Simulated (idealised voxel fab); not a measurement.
voxel double patterning: a process module
Shown is cross-section cut, with a width of 170 nm and square cells of size 5 nm.
We lay out every cross-section as a grid of square cells and spell it out in bands from the top down, where one band means one or more rows of cells. Quick guide to a band line: top height, bottom height (nm) up front; then every material left to right with its width in nm. Only one material and it's marked "full width"? Then it fills the band edge to edge. And "air" just means empty space. We count height from 0. Below that, the starting wafer is all one material. The lowest band never ends at the bottom but goes on down; see "0 nm and below" for how that is written. A width given as "30..40" starts at the first number in the band's top row and ends at the second number in its bottom row, shifting by an equal amount at every step from row to row. Basically "changes: none" means that step didn't change any cell in the cross-section. Basically, "Closed void table" tells you about the enclosed voids: empty spaces with no open way to the top, 8 cells or bigger, each written width x height at distance, where distance is from the left edge, all in nm. On a step's line, text after the settings is the simulator commenting on that step. The "overlay nm" setting may appear on a step's line; for a step that uses a mask, it gives how far to the right of its planned position the mask lay, and a negative value indicates the left.

### Here's what the planned process steps look like
1,RECEIVE,material Si
2,CONFORMAL_DEP,material SiO2,thk nm 5
3,DIRECTIONAL_DEP,material TiN,thk nm 20
4,DIRECTIONAL_DEP,material SiN,thk nm 10
5,MASKED_ETCH,tone open,mask id FIRST,width nm 15,pitch nm 50,etch materials SiN,depth nm 10,overlay nm 0
6,DIRECTIONAL_DEP,material aC,thk nm 10
7,PATTERN,tone open,mask id SECOND,material resist,width nm 15,thk nm 30,overlay nm 0
8,DIRECTIONAL_ETCH,etch materials aC,depth nm 10
9,STRIP,etch materials resist
10,DIRECTIONAL_ETCH,etch materials SiN,depth nm 10
11,STRIP,etch materials aC
12,DIRECTIONAL_ETCH,etch materials TiN,depth nm 20
13,STRIP,etch materials SiN

### On the first of the two wafers: run conducted according to plan

### Shown in cross-section is the wafer as received, that is, as it stands after step 1
> 0 nm and below: Si full width
> Closed void table: none

### Take a look at the wafer's cross-section after step 2
> 5 nm to 0 nm: SiO2 full width
> Whatever lies below 0 is exactly as it was before.

### Take a look at the wafer's cross-section after step 3
> 25 nm to 5 nm: TiN full width
> Whatever lies below 5 is exactly as it was before.

### Take a look at the wafer's cross-section after step 4
> 35 nm to 25 nm: SiN full width
> Whatever lies below 25 is exactly as it was before.

### Take a look at the wafer's cross-section after step 5
> 35 nm to 25 nm: 50 SiN; 15 air; 35 SiN; 15 air; 55 SiN
> Whatever lies below 25 is exactly as it was before.

### Take a look at the wafer's cross-section after step 6
> 45 nm to 35 nm: 50 aC; 15 air; 35 aC; 15 air; 55 aC
> 35 nm to 25 nm: 50 SiN; 15 aC; 35 SiN; 15 aC; 55 SiN
> Whatever lies below 25 is exactly as it was before.

### Take a look at the wafer's cross-section after step 7
> 75 nm to 45 nm: 75 resist; 15 air; 80 resist
> 45 nm to 35 nm: 50 aC; 15 resist; 35 aC; 15 resist; 55 aC
> Whatever lies below 35 is exactly as it was before.

### Take a look at the wafer's cross-section after step 8
> 65 nm to 45 nm: 75 resist; 15 air; 80 resist
> 45 nm to 35 nm: 50 aC; 15 resist; 10 aC; 15 air; 10 aC; 15 resist; 55 aC
> Whatever lies below 35 is exactly as it was before.

### Take a look at the wafer's cross-section after step 9
> 45 nm to 35 nm: 50 aC; 15 air; 10 aC; 15 air; 10 aC; 15 air; 55 aC
> Whatever lies below 35 is exactly as it was before.

### Take a look at the wafer's cross-section after step 10
> 45 nm to 35 nm: 50 aC; 15 air; 10 aC; 15 air; 10 aC; 15 air; 55 aC
> 35 nm to 25 nm: 50 SiN; 15 aC; 10 SiN; 15 air; 10 SiN; 15 aC; 55 SiN
> Whatever lies below 25 is exactly as it was before.

### Take a look at the wafer's cross-section after step 11
> 35 nm to 25 nm: 50 SiN; 15 air; 10 SiN; 15 air; 10 SiN; 15 air; 55 SiN
> Whatever lies below 25 is exactly as it was before.

### Take a look at the wafer's cross-section after step 12
> 35 nm to 25 nm: 50 SiN; 15 air; 10 SiN; 15 air; 10 SiN; 15 air; 55 SiN
> 25 nm to 5 nm: 50 TiN; 15 air; 10 TiN; 15 air; 10 TiN; 15 air; 55 TiN
> Whatever lies below 5 is exactly as it was before.

### Take a look at the wafer's cross-section after step 13
> 25 nm to 5 nm: 50 TiN; 15 air; 10 TiN; 15 air; 10 TiN; 15 air; 55 TiN
> Whatever lies below 5 is exactly as it was before.

### Second wafer - shared start and plan with the first - one error in running - same as the first up to step 2 inclusive

### At the planned end of step 3, the second wafer in cross-section
> 15 nm to 5 nm: TiN full width
> Whatever lies below 5 is exactly as it was before.

### At the planned end of step 4, the second wafer in cross-section
> 25 nm to 15 nm: SiN full width
> Whatever lies below 15 is exactly as it was before.

### At the planned end of step 5, the second wafer in cross-section
> 25 nm to 15 nm: 50 SiN; 15 air; 35 SiN; 15 air; 55 SiN
> Whatever lies below 15 is exactly as it was before.

### At the planned end of step 6, the second wafer in cross-section
> 35 nm to 25 nm: 50 aC; 15 air; 35 aC; 15 air; 55 aC
> 25 nm to 15 nm: 50 SiN; 15 aC; 35 SiN; 15 aC; 55 SiN
> Whatever lies below 15 is exactly as it was before.

### At the planned end of step 7, the second wafer in cross-section
> 65 nm to 35 nm: 75 resist; 15 air; 80 resist
> 35 nm to 25 nm: 50 aC; 15 resist; 35 aC; 15 resist; 55 aC
> Whatever lies below 25 is exactly as it was before.

### At the planned end of step 8, the second wafer in cross-section
> 55 nm to 35 nm: 75 resist; 15 air; 80 resist
> 35 nm to 25 nm: 50 aC; 15 resist; 10 aC; 15 air; 10 aC; 15 resist; 55 aC
> Whatever lies below 25 is exactly as it was before.

### At the planned end of step 9, the second wafer in cross-section
> 35 nm to 25 nm: 50 aC; 15 air; 10 aC; 15 air; 10 aC; 15 air; 55 aC
> Whatever lies below 25 is exactly as it was before.

### At the planned end of step 10, the second wafer in cross-section
> 35 nm to 25 nm: 50 aC; 15 air; 10 aC; 15 air; 10 aC; 15 air; 55 aC
> 25 nm to 15 nm: 50 SiN; 15 aC; 10 SiN; 15 air; 10 SiN; 15 aC; 55 SiN
> Whatever lies below 15 is exactly as it was before.

### At the planned end of step 11, the second wafer in cross-section
> 25 nm to 15 nm: 50 SiN; 15 air; 10 SiN; 15 air; 10 SiN; 15 air; 55 SiN
> Whatever lies below 15 is exactly as it was before.

### At the planned end of step 12, the second wafer in cross-section
> 25 nm to 15 nm: 50 SiN; 15 air; 10 SiN; 15 air; 10 SiN; 15 air; 55 SiN
> 15 nm to 5 nm: 50 TiN; 15 air; 10 TiN; 15 air; 10 TiN; 15 air; 55 TiN
> Whatever lies below 5 is exactly as it was before.

### At the planned end of step 13, the second wafer in cross-section
> 15 nm to 5 nm: 50 TiN; 15 air; 10 TiN; 15 air; 10 TiN; 15 air; 55 TiN
> Whatever lies below 5 is exactly as it was before.
Run error: the process deviated at step 3: the operation and settings actually run there were DIRECTIONAL_DEP,material TiN,thk nm 10
Upon completion, the second wafer contains, in terms of cells, a greater or smaller amount of certain materials than the first wafer: -50 TiN
